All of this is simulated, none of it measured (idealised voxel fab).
process module | voxel released beams
cross-section cut | 265 nm wide | cells 5 nm
A cross-section is a grid of square cells, given in bands from the top down. A band is one or more rows of cells.
Each band's line starts with the height of the band's top and of its bottom, in nm. Then come its materials from left to right, each with its width in nm. One material with "throughout" fills the band from edge to edge. "air" is empty space.
Height 0 is the level under which the wafer as received is all one material. The lowest band goes on downwards, as in "0 down".
A width such as "30 to 40" changes by the same amount from each row of cells to the next, from the band's top row to its bottom row.
"no change" after a step means that no cell of the cross-section changed.
closed voids: empty space of 8 cells or more with no open way to the top, each as width x height at its distance from the left edge, in nm
after a step's settings: what the simulator itself notes on the step
overlay nm, on a step with a mask: how far to the right of its planned place the mask lay; to the left if negative
plan
1 op RECEIVE | material Si
2 op CONFORMAL_DEP | material SiN | thk nm 10
3 op DIRECTIONAL_DEP | material SiO2 | thk nm 15
4 op DIRECTIONAL_DEP | material aC | thk nm 5
5 op PATTERN | tone open | mask id ANCHOR | material resist | width nm 25 | thk nm 35 | overlay nm 0
6 op DIRECTIONAL_ETCH | etch materials aC | depth nm 15
7 op STRIP | etch materials resist
8 op DIRECTIONAL_ETCH | etch materials SiO2 | depth nm 15
9 op STRIP | etch materials aC
10 op CONFORMAL_DEP | material polySi | thk nm 10
11 op PATTERN | tone cover | mask id BEAM | material resist | width nm 70 | thk nm 20 | overlay nm 0
12 op DIRECTIONAL_ETCH | etch materials polySi | depth nm 10
13 op STRIP | etch materials resist
14 op STRIP | etch materials SiO2
varied across the wafers: thk nm of step 4. The plan shows the first wafer's value. All wafers start alike
first wafer as received, after step 1
  0 down: Si throughout
  closed voids: none
each wafer at the end: cells of each material gained (+) or lost (-) since it was received, then its closed voids
thk nm 5 | +106 SiN | +40 polySi | closed voids: none
thk nm 10 | +106 SiN | +40 polySi | closed voids: none
thk nm 15 | +106 SiN | +40 polySi | closed voids: none
thk nm 20 | +106 SiN | closed voids: none
thk nm 25 | +106 SiN | closed voids: none
thk nm 30 | +106 SiN | closed voids: none
